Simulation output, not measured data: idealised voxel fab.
Module name: voxel wiring stack (process module)
This is section cut - it's 265 nm across, gridded in 5 nm square cells.
Bands, listed from the top down, are how a cross-section gets written in this document; the cross-section itself is a grid of square cells, and a band is one or more rows of them. It is stipulated that each band's entry specify, in nanometres, the height of the top of the band and then that of its bottom, followed by the materials of the band in left-to-right sequence, each together with its width in nanometres. A single material marked by the word "edge to edge" is understood to fill the band from edge to edge; the word "air" is understood to denote empty space. Basically, 0 is our baseline, since under it the wafer straight out of the box is all one material. The bottom band has no lower end and keeps on going down, so it looks like "0 and below". Width "30->40": first value at the band's top row of cells, second value at its bottom row, equal change from row to row. Any step labelled "remained the same" changed none of the cells in the cross-section. In "Closed-off voids" the enclosed voids are listed, meaning empty spaces of 8 cells or larger without any opening to the top. The form is width x height at distance, distance from the left edge, units nm. Whatever follows a step's settings on its line is a remark the simulator itself makes about that step. "overlay nm" denotes, for a step that has a mask, the displacement of the mask to the right of its planned place, with negative values corresponding to the left.
Listed below are the process steps as planned:
1: RECEIVE [material Si]
2: CONFORMAL_DEP [material SiO2] [thk nm 10]
3: CONFORMAL_DEP [material SiCN] [thk nm 5]
4: DIRECTIONAL_DEP [material SiO2] [thk nm 20]
5: DIRECTIONAL_DEP [material aC] [thk nm 15]
6: PATTERN [tone open] [mask id METAL_1] [material resist] [width nm 30] [pitch nm 60] [thk nm 35] [overlay nm 0]
7: DIRECTIONAL_ETCH [etch materials aC] [depth nm 15]
8: STRIP [etch materials resist]
9: DIRECTIONAL_ETCH [etch materials SiO2] [depth nm 20]
10: DIRECTIONAL_ETCH [etch materials SiCN] [depth nm 5]
11: STRIP [etch materials aC]
12: CONFORMAL_DEP [material TiN] [thk nm 5]
13: FILL_DEP [material W] [thk nm 5]
14: CMP [height nm 35]
15: EPI [material Ru] [thk nm 5]
16: FILL_DEP [material SiCN] [thk nm 5]
17: DIRECTIONAL_DEP [material SiO2] [thk nm 10]
18: PATTERN [tone open] [mask id PLUG_1] [material resist] [width nm 15] [pitch nm 60] [thk nm 15] [overlay nm 0]
19: DIRECTIONAL_ETCH [etch materials SiO2] [depth nm 10]
20: DIRECTIONAL_ETCH [etch materials SiCN] [depth nm 5]
21: STRIP [etch materials resist]
22: EPI [material Ru] [thk nm 10]
23: EPI [material Ru] [thk nm 5]
24: DIRECTIONAL_DEP [material TiN] [thk nm 5]
25: DIRECTIONAL_DEP [material W] [thk nm 15]
26: DIRECTIONAL_DEP [material aC] [thk nm 5]
27: PATTERN [tone cover] [mask id METAL_2] [material resist] [width nm 30] [pitch nm 60] [thk nm 30] [overlay nm 0]
28: DIRECTIONAL_ETCH [etch materials aC] [depth nm 15]
29: STRIP [etch materials resist]
30: DIRECTIONAL_ETCH [etch materials W] [depth nm 15]
31: DIRECTIONAL_ETCH [etch materials TiN] [depth nm 5]
32: STRIP [etch materials aC]
33: CONFORMAL_DEP [material SiN] [thk nm 5]
34: FILL_DEP [material lowk] [thk nm 5]
35: CMP [height nm 75]
36: CONFORMAL_DEP [material SiCN] [thk nm 5]
varied across the wafers: thk nm of step 26. The plan shows the first wafer's value. All wafers start alike
As-received cross-section, first of several wafers, post step 1:
0 and below  Si edge to edge
Closed-off voids: none
The table below has one row for each wafer; a row shows, as of the end of the module, how many cells of each material the wafer has gained, marked (+), or lost, marked (-), since it was received, and then the wafer's closed voids:
thk nm 5; +51 Ru; +161 SiCN; +53 SiN; +334 SiO2; +60 TiN; +102 W; +87 lowk; Closed-off voids: none
thk nm 10; +51 Ru; +161 SiCN; +53 SiN; +334 SiO2; +60 TiN; +102 W; +87 lowk; Closed-off voids: none
thk nm 15; +51 Ru; +161 SiCN; +53 SiN; +334 SiO2; +60 TiN; +102 W; +87 lowk; Closed-off voids: none
thk nm 20; +51 Ru; +161 SiCN; +334 SiO2; +95 TiN; +207 W; Closed-off voids: none
thk nm 25; +51 Ru; +161 SiCN; +334 SiO2; +95 TiN; +207 W; Closed-off voids: none
thk nm 30; +51 Ru; +161 SiCN; +334 SiO2; +95 TiN; +207 W; Closed-off voids: none
